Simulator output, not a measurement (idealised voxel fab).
Module name: voxel transistor to metal (process module)
It is cross-section cut that appears here, measuring 215 nm in width, its square cells being 5 nm in size.
The cross-sections in this document take the form of a grid made of square cells. They are written out as bands, in order from top to bottom. Each band consists of one or more rows of cells. Read a band's entry like this: the first values are the height of its top and the height of its bottom in nm, and what follows is the sequence of materials from left to right, each with its width in nm. Note that "blank" is empty space, and that a single material marked "edge to edge" reaches across the band from edge to edge. Heads up on the height convention: 0 is the point under which the incoming wafer is all one material, and the lowest band has no bottom, it just keeps going down, like "0 and below". A two-number width, for instance "30 to 40", indicates that the width is equal to the first number in the top row of the band and to the second number in the bottom row, and that it changes by a constant amount per row of cells. The cross-section has no changed cell in any step marked "same as before". Closed void roster: empty space of 8 cells or more with no open way to the top, each as width x height at its distance from the left edge, in nm. The remark found on a step's line after its settings is issued by the simulator itself and pertains to that step. overlay nm: on a step with a mask, how far right of its planned place the mask lay; negative means left. Below you will find pairs of cross-sections. In each, one shows the wafer before one process step and the other after it, with the after view ending at the lowest band that changed. Under each pair is the step separating them, along with its settings. Do not assume the pairs form a chain: they can come from different runs of this module on the same starting wafer, and a pair continues from the pair above it only when its "Cross-section, before" entry says so.
Cross-section, before:
> 40 down to 35: W edge to edge
> 35 down to 30: TiN 65, then W 5, then TiN 75, then W 5, then TiN 65
> 30 down to 10: SiO2 60, then TiN 5, then W 5, then TiN 5, then SiO2 65, then TiN 5, then W 5, then TiN 5, then SiO2 60
> 10 down to 0: SiO2 60, then TiN 5, then W 5, then TiN 5, then SiO2 5, then SiN 5, then SiO2 5, then SiCN 35, then SiO2 5, then SiN 5, then SiO2 5, then TiN 5, then W 5, then TiN 5, then SiO2 60
> 0 down to -5: SiO2 60, then TiN 15, then SiO2 5, then SiN 5, then SiO2 5, then SiCN 35, then SiO2 5, then SiN 5, then SiO2 5, then TiN 15, then SiO2 60
> -5 down to -10: SiO2 45, then pSi 35, then SiO2 55, then pSi 35, then SiO2 45
> -10 down to -30: SiO2 50, then Si 115, then SiO2 50
> -30 and below: Si edge to edge
> Closed void roster: none
Resultant Cross-Section:
> 30 down to 10: SiO2 60, then TiN 5, then W 5, then TiN 5, then SiO2 65, then TiN 5, then W 5, then TiN 5, then SiO2 60
> Below a height of 10, the structure has not been altered.
> Closed void roster: none
The before and after cross-sections above are linked by CMP,height nm 30
Cross-section, before: this step begins from the cross-section that the pair just above shows after its step.
Resultant Cross-Section:
> 35 down to 30: SiCN edge to edge
> Below a height of 30, the structure has not been altered.
> Closed void roster: none
The before and after cross-sections above are linked by CONFORMAL_DEP,material SiCN,thk nm 5
Cross-section, before: this step begins from the cross-section that the pair just above shows after its step.
Resultant Cross-Section:
> 55 down to 35: SiO2 edge to edge
> Below a height of 35, the structure has not been altered.
> Closed void roster: none
The before and after cross-sections above are linked by DIRECTIONAL_DEP,material SiO2,thk nm 20
Cross-section, before: this step begins from the cross-section that the pair just above shows after its step.
Resultant Cross-Section:
> 70 down to 55: resist 60, then blank 15, then resist 65, then blank 15, then resist 60
> Below a height of 55, the structure has not been altered.
> Closed void roster: none
The before and after cross-sections above are linked by PATTERN,tone open,mask id METAL_1,material resist,width nm 15,pitch nm 80,thk nm 15,overlay nm 0
Cross-section, before: this step begins from the cross-section that the pair just above shows after its step.
Resultant Cross-Section:
> 70 down to 55: resist 60, then blank 15, then resist 65, then blank 15, then resist 60
> 55 down to 35: SiO2 60, then blank 15, then SiO2 65, then blank 15, then SiO2 60
> Below a height of 35, the structure has not been altered.
> Closed void roster: none
The before and after cross-sections above are linked by DIRECTIONAL_ETCH,etch materials SiO2,depth nm 20
Cross-section, before: this step begins from the cross-section that the pair just above shows after its step.
Resultant Cross-Section:
> 70 down to 55: resist 60, then blank 15, then resist 65, then blank 15, then resist 60
> 55 down to 35: SiO2 60, then blank 15, then SiO2 65, then blank 15, then SiO2 60
> 35 down to 30: SiCN 60, then blank 15, then SiCN 65, then blank 15, then SiCN 60
> Below a height of 30, the structure has not been altered.
> Closed void roster: none
The before and after cross-sections above are linked by DIRECTIONAL_ETCH,etch materials SiCN,depth nm 5
Cross-section, before: this step begins from the cross-section that the pair just above shows after its step.
Resultant Cross-Section:
> 55 down to 35: SiO2 60, then blank 15, then SiO2 65, then blank 15, then SiO2 60
> Below a height of 35, the structure has not been altered.
> Closed void roster: none
The before and after cross-sections above are linked by STRIP,etch materials resist
Cross-section, before: this step begins from the cross-section that the pair just above shows after its step.
Resultant Cross-Section:
> 60 down to 55: TiN 65, then blank 5, then TiN 75, then blank 5, then TiN 65
> 55 down to 35: SiO2 60, then TiN 5, then blank 5, then TiN 5, then SiO2 65, then TiN 5, then blank 5, then TiN 5, then SiO2 60
> 35 down to 30: SiCN 60, then TiN 15, then SiCN 65, then TiN 15, then SiCN 60
> Below a height of 30, the structure has not been altered.
> Closed void roster: none
The before and after cross-sections above are linked by CONFORMAL_DEP,material TiN,thk nm 5
Cross-section, before: this step begins from the cross-section that the pair just above shows after its step.
Resultant Cross-Section:
> 70 down to 60: Cu edge to edge
> 60 down to 55: TiN 65, then Cu 5, then TiN 75, then Cu 5, then TiN 65
> 55 down to 35: SiO2 60, then TiN 5, then Cu 5, then TiN 5, then SiO2 65, then TiN 5, then Cu 5, then TiN 5, then SiO2 60
> Below a height of 35, the structure has not been altered.
> Closed void roster: none
The before and after cross-sections above are linked by FILL_DEP,material Cu,thk nm 10
Cross-section, before: this step begins from the cross-section that the pair just above shows after its step.
Resultant Cross-Section:
> 55 down to 35: SiO2 60, then TiN 5, then Cu 5, then TiN 5, then SiO2 65, then TiN 5, then Cu 5, then TiN 5, then SiO2 60
> Below a height of 35, the structure has not been altered.
> Closed void roster: none
The before and after cross-sections above are linked by CMP,height nm 55
Cross-section, before: this step begins from the cross-section that the pair just above shows after its step.
Resultant Cross-Section:
> 60 down to 55: blank 55, then Ru 25, then blank 55, then Ru 25, then blank 55
> Below a height of 55, the structure has not been altered.
> Closed void roster: none
The before and after cross-sections above are linked by EPI,material Ru,thk nm 5
Cross-section, before: this step begins from the cross-section that the pair just above shows after its step.
Resultant Cross-Section:
> 65 down to 60: SiCN edge to edge
> 60 down to 55: SiCN 55, then Ru 25, then SiCN 55, then Ru 25, then SiCN 55
> Below a height of 55, the structure has not been altered.
> Closed void roster: none
The before and after cross-sections above are linked by FILL_DEP,material SiCN,thk nm 5
Cross-section, before:
> 25 down to 10: blank 50, then aC 115, then blank 50
> 10 down to 0: blank 50, then SiN 115, then blank 50
> 0 down to -5: blank 50, then SiO2 115, then blank 50
> -5 down to -30: blank 50, then Si 115, then blank 50
> -30 and below: Si edge to edge
> Closed void roster: none
Resultant Cross-Section:
> 25 down to 10: blank 50, then aC 115, then blank 50
> 10 down to 0: blank 50, then SiN 115, then blank 50
> 0 down to -5: blank 50, then SiO2 115, then blank 50
> -5 down to -55: blank 50, then Si 115, then blank 50
> Below a height of -55, the structure has not been altered.
> Closed void roster: none
The before and after cross-sections above are linked by DIRECTIONAL_ETCH,etch materials Si,depth nm 25
Cross-section, before: this step begins from the cross-section that the pair just above shows after its step.
Resultant Cross-Section:
> 10 down to 0: blank 50, then SiN 115, then blank 50
> Below a height of 0, the structure has not been altered.
> Closed void roster: none
The before and after cross-sections above are linked by STRIP,etch materials aC
Cross-section, before: this step begins from the cross-section that the pair just above shows after its step.
Resultant Cross-Section:
> 20 down to 10: SiO2 edge to edge
> 10 down to 0: SiO2 50, then SiN 115, then SiO2 50
> 0 down to -5: SiO2 edge to edge
> -5 down to -55: SiO2 50, then Si 115, then SiO2 50
> Below a height of -55, the structure has not been altered.
> Closed void roster: none
The before and after cross-sections above are linked by FILL_DEP,material SiO2,thk nm 10
Cross-section, before: this step begins from the cross-section that the pair just above shows after its step.
Resultant Cross-Section:
> 10 down to 0: SiO2 50, then SiN 115, then SiO2 50
> Below a height of 0, the structure has not been altered.
> Closed void roster: none
The before and after cross-sections above are linked by CMP,height nm 10
Cross-section, before: this step begins from the cross-section that the pair just above shows after its step.
Resultant Cross-Section:
> 10 down to 0: blank 50, then SiN 115, then blank 50
> Below a height of 0, the structure has not been altered.
> Closed void roster: none
The before and after cross-sections above are linked by SELECTIVE_ETCH,etch materials SiO2,depth nm 10
Cross-section, before: this step begins from the cross-section that the pair just above shows after its step.
Resultant Cross-Section:
> 0 down to -5: SiO2 edge to edge
> Below a height of -5, the structure has not been altered.
> Closed void roster: none
The before and after cross-sections above are linked by STRIP,etch materials SiN
Cross-section, before: this step begins from the cross-section that the pair just above shows after its step.
Resultant Cross-Section:
> -5 down to -55: SiO2 50, then Si 115, then SiO2 50
> Below a height of -55, the structure has not been altered.
> Closed void roster: none
The before and after cross-sections above are linked by SELECTIVE_ETCH,etch materials SiO2,depth nm 5
Cross-section, before: this step begins from the cross-section that the pair just above shows after its step.
Resultant Cross-Section:
> -5 down to -10: SiO2 edge to edge
> Below a height of -10, the structure has not been altered.
> Closed void roster: none
The before and after cross-sections above are linked by OXIDIZE,depth nm 5
Cross-section, before: this step begins from the cross-section that the pair just above shows after its step.
Resultant Cross-Section:
> 20 down to -5: polySi edge to edge
> Below a height of -5, the structure has not been altered.
> Closed void roster: none
The before and after cross-sections above are linked by DIRECTIONAL_DEP,material polySi,thk nm 25
Cross-section, before: this step begins from the cross-section that the pair just above shows after its step.
Resultant Cross-Section:
> 35 down to 20: SiCN edge to edge
> Below a height of 20, the structure has not been altered.
> Closed void roster: none
The before and after cross-sections above are linked by DIRECTIONAL_DEP,material SiCN,thk nm 15
Cross-section, before: this step begins from the cross-section that the pair just above shows after its step.
Resultant Cross-Section:
> 50 down to 35: blank 90, then resist 35, then blank 90
> Below a height of 35, the structure has not been altered.
> Closed void roster: none
The before and after cross-sections above are linked by PATTERN,tone cover,mask id GATE,material resist,width nm 35,thk nm 15,overlay nm 0
Cross-section, before: this step begins from the cross-section that the pair just above shows after its step.
Resultant Cross-Section:
> 50 down to 35: blank 90, then resist 35, then blank 90
> 35 down to 20: blank 90, then SiCN 35, then blank 90
> Below a height of 20, the structure has not been altered.
> Closed void roster: none
The before and after cross-sections above are linked by DIRECTIONAL_ETCH,etch materials SiCN,depth nm 25
Cross-section, before: this step begins from the cross-section that the pair just above shows after its step.
Resultant Cross-Section:
> 50 down to 35: blank 90, then resist 35, then blank 90
> 35 down to 20: blank 90, then SiCN 35, then blank 90
> 20 down to -5: blank 90, then polySi 35, then blank 90
> Below a height of -5, the structure has not been altered.
> Closed void roster: none
The before and after cross-sections above are linked by DIRECTIONAL_ETCH,etch materials polySi,depth nm 35
Cross-section, before: this step begins from the cross-section that the pair just above shows after its step.
Resultant Cross-Section:
> 35 down to 20: blank 90, then SiCN 35, then blank 90
> Below a height of 20, the structure has not been altered.
> Closed void roster: none
The before and after cross-sections above are linked by STRIP,etch materials resist
Cross-section, before: this step begins from the cross-section that the pair just above shows after its step.
Resultant Cross-Section:
> 40 down to 35: blank 85, then SiO2 45, then blank 85
> 35 down to 20: blank 85, then SiO2 5, then SiCN 35, then SiO2 5, then blank 85
> 20 down to 0: blank 85, then SiO2 5, then polySi 35, then SiO2 5, then blank 85
> 0 down to -5: SiO2 90, then polySi 35, then SiO2 90
> Below a height of -5, the structure has not been altered.
> Closed void roster: none
The before and after cross-sections above are linked by CONFORMAL_DEP,material SiO2,thk nm 5
Cross-section, before: this step begins from the cross-section that the pair just above shows after its step.
Resultant Cross-Section:
> 35 down to 20: blank 85, then SiO2 5, then SiCN 35, then SiO2 5, then blank 85
> 20 down to -5: blank 85, then SiO2 5, then polySi 35, then SiO2 5, then blank 85
> Below a height of -5, the structure has not been altered.
> Closed void roster: none
The before and after cross-sections above are linked by DIRECTIONAL_ETCH,etch materials SiO2,depth nm 5
Cross-section, before: this step begins from the cross-section that the pair just above shows after its step.
Resultant Cross-Section:
> 40 down to 35: blank 80, then SiN 55, then blank 80
> 35 down to 20: blank 80, then SiN 5, then SiO2 5, then SiCN 35, then SiO2 5, then SiN 5, then blank 80
> 20 down to 0: blank 80, then SiN 5, then SiO2 5, then polySi 35, then SiO2 5, then SiN 5, then blank 80
> 0 down to -5: SiN 85, then SiO2 5, then polySi 35, then SiO2 5, then SiN 85
> Below a height of -5, the structure has not been altered.
> Closed void roster: none
The before and after cross-sections above are linked by CONFORMAL_DEP,material SiN,thk nm 5
Cross-section, before: this step begins from the cross-section that the pair just above shows after its step.
Resultant Cross-Section:
> 35 down to 20: blank 80, then SiN 5, then SiO2 5, then SiCN 35, then SiO2 5, then SiN 5, then blank 80
> 20 down to -5: blank 80, then SiN 5, then SiO2 5, then polySi 35, then SiO2 5, then SiN 5, then blank 80
> Below a height of -5, the structure has not been altered.
> Closed void roster: none
The before and after cross-sections above are linked by DIRECTIONAL_ETCH,etch materials SiN,depth nm 5
Cross-section, before: this step begins from the cross-section that the pair just above shows after its step.
Resultant Cross-Section:
> 35 down to 30: blank 80, then SiN 5, then blank 5, then SiCN 35, then blank 5, then SiN 5, then blank 80
> 30 down to 20: blank 80, then SiN 5, then SiO2 5, then SiCN 35, then SiO2 5, then SiN 5, then blank 80
> 20 down to -5: blank 80, then SiN 5, then SiO2 5, then polySi 35, then SiO2 5, then SiN 5, then blank 80
> -5 down to -10: blank 80, then SiO2 55, then blank 80
> Below a height of -10, the structure has not been altered.
> Closed void roster: none
The before and after cross-sections above are linked by DIRECTIONAL_ETCH,etch materials SiO2,depth nm 5
Cross-section, before: this step begins from the cross-section that the pair just above shows after its step.
Resultant Cross-Section:
> 35 down to 30: blank 80, then SiN 5, then blank 5, then SiCN 35, then blank 5, then SiN 5, then blank 80
> 30 down to 20: blank 80, then SiN 5, then SiO2 5, then SiCN 35, then SiO2 5, then SiN 5, then blank 80
> 20 down to -5: blank 80, then SiN 5, then SiO2 5, then polySi 35, then SiO2 5, then SiN 5, then blank 80
> -5 down to -10: blank 45, then pSi 35, then SiO2 55, then pSi 35, then blank 45
> Below a height of -10, the structure has not been altered.
> Closed void roster: none
The before and after cross-sections above are linked by EPI,material pSi,thk nm 5
Cross-section, before: this step begins from the cross-section that the pair just above shows after its step.
Resultant Cross-Section:
> 45 down to 35: SiO2 edge to edge
> 35 down to 20: SiO2 80, then SiN 5, then SiO2 5, then SiCN 35, then SiO2 5, then SiN 5, then SiO2 80
> 20 down to -5: SiO2 80, then SiN 5, then SiO2 5, then polySi 35, then SiO2 5, then SiN 5, then SiO2 80
> -5 down to -10: SiO2 45, then pSi 35, then SiO2 55, then pSi 35, then SiO2 45
> Below a height of -10, the structure has not been altered.
> Closed void roster: none
The before and after cross-sections above are linked by FILL_DEP,material SiO2,thk nm 10
Cross-section, before: this step begins from the cross-section that the pair just above shows after its step.
Resultant Cross-Section:
> 20 down to -5: SiO2 80, then SiN 5, then SiO2 5, then polySi 35, then SiO2 5, then SiN 5, then SiO2 80
> Below a height of -5, the structure has not been altered.
> Closed void roster: none
The before and after cross-sections above are linked by CMP,height nm 20
Cross-section, before: this step begins from the cross-section that the pair just above shows after its step.
Resultant Cross-Section:
> 20 down to -5: SiO2 80, then SiN 5, then SiO2 5, then blank 35, then SiO2 5, then SiN 5, then SiO2 80
> Below a height of -5, the structure has not been altered.
> Closed void roster: none
The before and after cross-sections above are linked by STRIP,etch materials polySi
Cross-section, before: this step begins from the cross-section that the pair just above shows after its step.
Resultant Cross-Section:
> 20 down to 15: blank 80, then SiN 5, then blank 45, then SiN 5, then blank 80
> 15 down to -5: SiO2 80, then SiN 5, then blank 45, then SiN 5, then SiO2 80
> -5 down to -10: SiO2 45, then pSi 35, then SiO2 5, then blank 45, then SiO2 5, then pSi 35, then SiO2 45
> Below a height of -10, the structure has not been altered.
> Closed void roster: none
The before and after cross-sections above are linked by SELECTIVE_ETCH,etch materials SiO2,depth nm 5
Cross-section, before: this step begins from the cross-section that the pair just above shows after its step.
Resultant Cross-Section:
> 25 down to 20: blank 75, then HfO2 15, then blank 35, then HfO2 15, then blank 75
> 20 down to 15: HfO2 80, then SiN 5, then HfO2 5, then blank 35, then HfO2 5, then SiN 5, then HfO2 80
> 15 down to -5: SiO2 80, then SiN 5, then HfO2 5, then blank 35, then HfO2 5, then SiN 5, then SiO2 80
> -5 down to -10: SiO2 45, then pSi 35, then SiO2 5, then HfO2 45, then SiO2 5, then pSi 35, then SiO2 45
> Below a height of -10, the structure has not been altered.
> Closed void roster: none
The before and after cross-sections above are linked by CONFORMAL_DEP,material HfO2,thk nm 5
Cross-section, before: this step begins from the cross-section that the pair just above shows after its step.
Resultant Cross-Section:
> 30 down to 25: blank 70, then TiN 25, then blank 25, then TiN 25, then blank 70
> 25 down to 20: TiN 75, then HfO2 15, then TiN 5, then blank 25, then TiN 5, then HfO2 15, then TiN 75
> 20 down to 15: HfO2 80, then SiN 5, then HfO2 5, then TiN 5, then blank 25, then TiN 5, then HfO2 5, then SiN 5, then HfO2 80
> 15 down to 0: SiO2 80, then SiN 5, then HfO2 5, then TiN 5, then blank 25, then TiN 5, then HfO2 5, then SiN 5, then SiO2 80
> 0 down to -5: SiO2 80, then SiN 5, then HfO2 5, then TiN 35, then HfO2 5, then SiN 5, then SiO2 80
> Below a height of -5, the structure has not been altered.
> Closed void roster: none
The before and after cross-sections above are linked by CONFORMAL_DEP,material TiN,thk nm 5
Cross-section, before: this step begins from the cross-section that the pair just above shows after its step.
Resultant Cross-Section:
> 40 down to 30: W edge to edge
> 30 down to 25: W 70, then TiN 25, then W 25, then TiN 25, then W 70
> 25 down to 20: TiN 75, then HfO2 15, then TiN 5, then W 25, then TiN 5, then HfO2 15, then TiN 75
> 20 down to 15: HfO2 80, then SiN 5, then HfO2 5, then TiN 5, then W 25, then TiN 5, then HfO2 5, then SiN 5, then HfO2 80
> 15 down to 0: SiO2 80, then SiN 5, then HfO2 5, then TiN 5, then W 25, then TiN 5, then HfO2 5, then SiN 5, then SiO2 80
> Below a height of 0, the structure has not been altered.
> Closed void roster: none
The before and after cross-sections above are linked by FILL_DEP,material W,thk nm 10
Cross-section, before: this step begins from the cross-section that the pair just above shows after its step.
Resultant Cross-Section:
> 15 down to 0: SiO2 80, then SiN 5, then HfO2 5, then TiN 5, then W 25, then TiN 5, then HfO2 5, then SiN 5, then SiO2 80
> Below a height of 0, the structure has not been altered.
> Closed void roster: none
The before and after cross-sections above are linked by CMP,height nm 15
Cross-section, before: this step begins from the cross-section that the pair just above shows after its step.
Resultant Cross-Section:
> 30 down to 15: SiO2 edge to edge
> Below a height of 15, the structure has not been altered.
> Closed void roster: none
The before and after cross-sections above are linked by DIRECTIONAL_DEP,material SiO2,thk nm 15
Cross-section, before: this step begins from the cross-section that the pair just above shows after its step.
Resultant Cross-Section:
> 30 down to 15: SiO2 60, then blank 15, then SiO2 65, then blank 15, then SiO2 60
> 15 down to 0: SiO2 60, then blank 15, then SiO2 5, then SiN 5, then HfO2 5, then TiN 5, then W 25, then TiN 5, then HfO2 5, then SiN 5, then SiO2 5, then blank 15, then SiO2 60
> 0 down to -5: SiO2 60, then blank 15, then SiO2 5, then SiN 5, then HfO2 5, then TiN 35, then HfO2 5, then SiN 5, then SiO2 5, then blank 15, then SiO2 60
> Below a height of -5, the structure has not been altered.
> Closed void roster: none
The before and after cross-sections above are linked by MASKED_ETCH,tone open,mask id CONTACT,width nm 15,pitch nm 80,etch materials SiO2,depth nm 35,overlay nm 0
Cross-section, before: this step begins from the cross-section that the pair just above shows after its step.
Resultant Cross-Section:
> 35 down to 30: TiN 65, then blank 5, then TiN 75, then blank 5, then TiN 65
> 30 down to 15: SiO2 60, then TiN 5, then blank 5, then TiN 5, then SiO2 65, then TiN 5, then blank 5, then TiN 5, then SiO2 60
> 15 down to 0: SiO2 60, then TiN 5, then blank 5, then TiN 5, then SiO2 5, then SiN 5, then HfO2 5, then TiN 5, then W 25, then TiN 5, then HfO2 5, then SiN 5, then SiO2 5, then TiN 5, then blank 5, then TiN 5, then SiO2 60
> 0 down to -5: SiO2 60, then TiN 15, then SiO2 5, then SiN 5, then HfO2 5, then TiN 35, then HfO2 5, then SiN 5, then SiO2 5, then TiN 15, then SiO2 60
> Below a height of -5, the structure has not been altered.
> Closed void roster: none
The before and after cross-sections above are linked by CONFORMAL_DEP,material TiN,thk nm 5
Cross-section, before: this step begins from the cross-section that the pair just above shows after its step.
Resultant Cross-Section:
> 40 down to 35: W edge to edge
> 35 down to 30: TiN 65, then W 5, then TiN 75, then W 5, then TiN 65
> 30 down to 15: SiO2 60, then TiN 5, then W 5, then TiN 5, then SiO2 65, then TiN 5, then W 5, then TiN 5, then SiO2 60
> 15 down to 0: SiO2 60, then TiN 5, then W 5, then TiN 5, then SiO2 5, then SiN 5, then HfO2 5, then TiN 5, then W 25, then TiN 5, then HfO2 5, then SiN 5, then SiO2 5, then TiN 5, then W 5, then TiN 5, then SiO2 60
> Below a height of 0, the structure has not been altered.
> Closed void roster: none
The before and after cross-sections above are linked by FILL_DEP,material W,thk nm 5
Cross-section, before: this step begins from the cross-section that the pair just above shows after its step.
Resultant Cross-Section:
> 30 down to 15: SiO2 60, then TiN 5, then W 5, then TiN 5, then SiO2 65, then TiN 5, then W 5, then TiN 5, then SiO2 60
> Below a height of 15, the structure has not been altered.
> Closed void roster: none
The before and after cross-sections above are linked by CMP,height nm 30
Cross-section, before: this step begins from the cross-section that the pair just above shows after its step.
Resultant Cross-Section:
> 35 down to 30: SiCN edge to edge
> Below a height of 30, the structure has not been altered.
> Closed void roster: none
The before and after cross-sections above are linked by CONFORMAL_DEP,material SiCN,thk nm 5
Cross-section, before: this step begins from the cross-section that the pair just above shows after its step.
Resultant Cross-Section:
> 55 down to 35: SiO2 edge to edge
> Below a height of 35, the structure has not been altered.
> Closed void roster: none
The before and after cross-sections above are linked by DIRECTIONAL_DEP,material SiO2,thk nm 20
Cross-section, before: this step begins from the cross-section that the pair just above shows after its step.
Resultant Cross-Section:
> 70 down to 55: resist 60, then blank 15, then resist 65, then blank 15, then resist 60
> Below a height of 55, the structure has not been altered.
> Closed void roster: none
The before and after cross-sections above are linked by PATTERN,tone open,mask id METAL_1,material resist,width nm 15,pitch nm 80,thk nm 15,overlay nm 0
Cross-section, before: this step begins from the cross-section that the pair just above shows after its step.
Resultant Cross-Section:
> 70 down to 55: resist 60, then blank 15, then resist 65, then blank 15, then resist 60
> 55 down to 35: SiO2 60, then blank 15, then SiO2 65, then blank 15, then SiO2 60
> Below a height of 35, the structure has not been altered.
> Closed void roster: none
The before and after cross-sections above are linked by DIRECTIONAL_ETCH,etch materials SiO2,depth nm 20
Cross-section, before: this step begins from the cross-section that the pair just above shows after its step.
Resultant Cross-Section:
> 70 down to 55: resist 60, then blank 15, then resist 65, then blank 15, then resist 60
> 55 down to 35: SiO2 60, then blank 15, then SiO2 65, then blank 15, then SiO2 60
> 35 down to 30: SiCN 60, then blank 15, then SiCN 65, then blank 15, then SiCN 60
> Below a height of 30, the structure has not been altered.
> Closed void roster: none
The before and after cross-sections above are linked by DIRECTIONAL_ETCH,etch materials SiCN,depth nm 5
Cross-section, before: this step begins from the cross-section that the pair just above shows after its step.
Resultant Cross-Section:
> 55 down to 35: SiO2 60, then blank 15, then SiO2 65, then blank 15, then SiO2 60
> Below a height of 35, the structure has not been altered.
> Closed void roster: none
The before and after cross-sections above are linked by STRIP,etch materials resist
Cross-section, before: this step begins from the cross-section that the pair just above shows after its step.
Resultant Cross-Section:
> 60 down to 55: TiN 65, then blank 5, then TiN 75, then blank 5, then TiN 65
> 55 down to 35: SiO2 60, then TiN 5, then blank 5, then TiN 5, then SiO2 65, then TiN 5, then blank 5, then TiN 5, then SiO2 60
> 35 down to 30: SiCN 60, then TiN 15, then SiCN 65, then TiN 15, then SiCN 60
> Below a height of 30, the structure has not been altered.
> Closed void roster: none
The before and after cross-sections above are linked by CONFORMAL_DEP,material TiN,thk nm 5
Cross-section, before: this step begins from the cross-section that the pair just above shows after its step.
Resultant Cross-Section:
> 70 down to 60: Cu edge to edge
> 60 down to 55: TiN 65, then Cu 5, then TiN 75, then Cu 5, then TiN 65
> 55 down to 35: SiO2 60, then TiN 5, then Cu 5, then TiN 5, then SiO2 65, then TiN 5, then Cu 5, then TiN 5, then SiO2 60
> Below a height of 35, the structure has not been altered.
> Closed void roster: none
The before and after cross-sections above are linked by FILL_DEP,material Cu,thk nm 10
Cross-section, before: this step begins from the cross-section that the pair just above shows after its step.
Resultant Cross-Section:
> 55 down to 35: SiO2 60, then TiN 5, then Cu 5, then TiN 5, then SiO2 65, then TiN 5, then Cu 5, then TiN 5, then SiO2 60
> Below a height of 35, the structure has not been altered.
> Closed void roster: none
The before and after cross-sections above are linked by CMP,height nm 55
Cross-section, before: this step begins from the cross-section that the pair just above shows after its step.
Resultant Cross-Section:
> 60 down to 55: blank 55, then Ru 25, then blank 55, then Ru 25, then blank 55
> Below a height of 55, the structure has not been altered.
> Closed void roster: none
The before and after cross-sections above are linked by EPI,material Ru,thk nm 5
Cross-section, before: this step begins from the cross-section that the pair just above shows after its step.
Resultant Cross-Section:
> 65 down to 60: SiCN edge to edge
> 60 down to 55: SiCN 55, then Ru 25, then SiCN 55, then Ru 25, then SiCN 55
> Below a height of 55, the structure has not been altered.
> Closed void roster: none
The before and after cross-sections above are linked by FILL_DEP,material SiCN,thk nm 5
Cross-section, before:
> 20 down to 15: blank 80, then SiN 5, then blank 45, then SiN 5, then blank 80
> 15 down to -5: SiO2 80, then SiN 5, then blank 45, then SiN 5, then SiO2 80
> -5 down to -10: SiO2 45, then pSi 35, then SiO2 5, then blank 45, then SiO2 5, then pSi 35, then SiO2 45
> -10 down to -30: SiO2 50, then Si 115, then SiO2 50
> -30 and below: Si edge to edge
> Closed void roster: none
Resultant Cross-Section:
> 25 down to 20: blank 75, then TiN 15, then blank 35, then TiN 15, then blank 75
> 20 down to 15: TiN 80, then SiN 5, then TiN 5, then blank 35, then TiN 5, then SiN 5, then TiN 80
> 15 down to -5: SiO2 80, then SiN 5, then TiN 5, then blank 35, then TiN 5, then SiN 5, then SiO2 80
> -5 down to -10: SiO2 45, then pSi 35, then SiO2 5, then TiN 45, then SiO2 5, then pSi 35, then SiO2 45
> Below a height of -10, the structure has not been altered.
> Closed void roster: none
The before and after cross-sections above are linked by CONFORMAL_DEP,material TiN,thk nm 5
Cross-section, before: this step begins from the cross-section that the pair just above shows after its step.
Resultant Cross-Section:
> 30 down to 25: blank 70, then HfO2 25, then blank 25, then HfO2 25, then blank 70
> 25 down to 20: HfO2 75, then TiN 15, then HfO2 5, then blank 25, then HfO2 5, then TiN 15, then HfO2 75
> 20 down to 15: TiN 80, then SiN 5, then TiN 5, then HfO2 5, then blank 25, then HfO2 5, then TiN 5, then SiN 5, then TiN 80
> 15 down to 0: SiO2 80, then SiN 5, then TiN 5, then HfO2 5, then blank 25, then HfO2 5, then TiN 5, then SiN 5, then SiO2 80
> 0 down to -5: SiO2 80, then SiN 5, then TiN 5, then HfO2 35, then TiN 5, then SiN 5, then SiO2 80
> Below a height of -5, the structure has not been altered.
> Closed void roster: none
The before and after cross-sections above are linked by CONFORMAL_DEP,material HfO2,thk nm 5
Cross-section, before: this step begins from the cross-section that the pair just above shows after its step.
Resultant Cross-Section:
> 40 down to 30: W edge to edge
> 30 down to 25: W 70, then HfO2 25, then W 25, then HfO2 25, then W 70
> 25 down to 20: HfO2 75, then TiN 15, then HfO2 5, then W 25, then HfO2 5, then TiN 15, then HfO2 75
> 20 down to 15: TiN 80, then SiN 5, then TiN 5, then HfO2 5, then W 25, then HfO2 5, then TiN 5, then SiN 5, then TiN 80
> 15 down to 0: SiO2 80, then SiN 5, then TiN 5, then HfO2 5, then W 25, then HfO2 5, then TiN 5, then SiN 5, then SiO2 80
> Below a height of 0, the structure has not been altered.
> Closed void roster: none
The before and after cross-sections above are linked by FILL_DEP,material W,thk nm 10
Cross-section, before: this step begins from the cross-section that the pair just above shows after its step.
Resultant Cross-Section:
> 15 down to 0: SiO2 80, then SiN 5, then TiN 5, then HfO2 5, then W 25, then HfO2 5, then TiN 5, then SiN 5, then SiO2 80
> Below a height of 0, the structure has not been altered.
> Closed void roster: none
The before and after cross-sections above are linked by CMP,height nm 15
Cross-section, before: this step begins from the cross-section that the pair just above shows after its step.
Resultant Cross-Section:
> 30 down to 15: SiO2 edge to edge
> Below a height of 15, the structure has not been altered.
> Closed void roster: none
The before and after cross-sections above are linked by DIRECTIONAL_DEP,material SiO2,thk nm 15
Cross-section, before: this step begins from the cross-section that the pair just above shows after its step.
Resultant Cross-Section:
> 30 down to 15: SiO2 60, then blank 15, then SiO2 65, then blank 15, then SiO2 60
> 15 down to 0: SiO2 60, then blank 15, then SiO2 5, then SiN 5, then TiN 5, then HfO2 5, then W 25, then HfO2 5, then TiN 5, then SiN 5, then SiO2 5, then blank 15, then SiO2 60
> 0 down to -5: SiO2 60, then blank 15, then SiO2 5, then SiN 5, then TiN 5, then HfO2 35, then TiN 5, then SiN 5, then SiO2 5, then blank 15, then SiO2 60
> Below a height of -5, the structure has not been altered.
> Closed void roster: none
The before and after cross-sections above are linked by MASKED_ETCH,tone open,mask id CONTACT,width nm 15,pitch nm 80,etch materials SiO2,depth nm 35,overlay nm 0
Cross-section, before: this step begins from the cross-section that the pair just above shows after its step.
Resultant Cross-Section:
> 35 down to 30: TiN 65, then blank 5, then TiN 75, then blank 5, then TiN 65
> 30 down to 15: SiO2 60, then TiN 5, then blank 5, then TiN 5, then SiO2 65, then TiN 5, then blank 5, then TiN 5, then SiO2 60
> 15 down to 0: SiO2 60, then TiN 5, then blank 5, then TiN 5, then SiO2 5, then SiN 5, then TiN 5, then HfO2 5, then W 25, then HfO2 5, then TiN 5, then SiN 5, then SiO2 5, then TiN 5, then blank 5, then TiN 5, then SiO2 60
> 0 down to -5: SiO2 60, then TiN 15, then SiO2 5, then SiN 5, then TiN 5, then HfO2 35, then TiN 5, then SiN 5, then SiO2 5, then TiN 15, then SiO2 60
> Below a height of -5, the structure has not been altered.
> Closed void roster: none
The before and after cross-sections above are linked by CONFORMAL_DEP,material TiN,thk nm 5
